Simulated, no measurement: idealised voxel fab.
The following process module bears the name voxel air gaps.
It is cross-section cut that appears here, measuring 240 nm in width, its square cells being 5 nm in size.
We lay out every cross-section as a grid of square cells and spell it out in bands from the top down, where one band means one or more rows of cells. Per band: top height and bottom height in nm, followed by the left-to-right materials and their widths in nm; "throughout" marks a single material spanning edge to edge, "empty" marks empty space. Counting heights begins at 0, where everything beneath is, in the wafer as received, one material. The lowest band has no bottom; it goes on downwards, as "z 0 and below" shows. Top row gets the first number, bottom row gets the second, and each row in between changes by the same step: that is how a band width like "30->40" works. When a step is marked "no alteration", none of the cells in the cross-section changed during that step. The entry titled "Closed voids list" provides the empty spaces that have no open way to the top, restricted to those of 8 cells or more. Each is presented as width x height at distance, the distance being measured from the left edge, with all three in nm. The remark found on a step's line after its settings is issued by the simulator itself and pertains to that step. Steps that use a mask can have "overlay nm" on their line. It says how far the mask sat to the right of where it was meant to be. Negative means to the left.

The process steps that were planned are listed below:
step 1: RECEIVE with material Si
step 2: CONFORMAL_DEP with material SiO2, thk nm 15
step 3: CONFORMAL_DEP with material SiCN, thk nm 5
step 4: DIRECTIONAL_DEP with material SiO2, thk nm 40
step 5: DIRECTIONAL_DEP with material aC, thk nm 10
step 6: PATTERN with tone open, mask id LINES, material resist, width nm 25, pitch nm 50, thk nm 30, overlay nm 0
step 7: DIRECTIONAL_ETCH with etch materials aC, depth nm 10
step 8: STRIP with etch materials resist
step 9: DIRECTIONAL_ETCH with etch materials SiO2, depth nm 40
step 10: STRIP with etch materials aC
step 11: CONFORMAL_DEP with material TiN, thk nm 5
step 12: FILL_DEP with material Ru, thk nm 5
step 13: CMP with height nm 60
step 14: EPI with material Ru, thk nm 10
step 15: SELECTIVE_ETCH with etch materials SiO2, depth nm 50
step 16: CONFORMAL_DEP with material SiCN, thk nm 5

Cross-section, incoming material, after step 1:
  z 0 and below  Si throughout
  Closed voids list: none

Figure: cross-sectional view of the wafer upon completion of the module, processed from the initial state and according to the plan depicted above, with one error introduced during execution:
  z 65 to 55  SiCN throughout
  z 55 to 0  SiO2 throughout
  z 0 and below  Si throughout
  Closed voids list: none
What went wrong in running the wafer? plan steps 3 and 4 run swapped
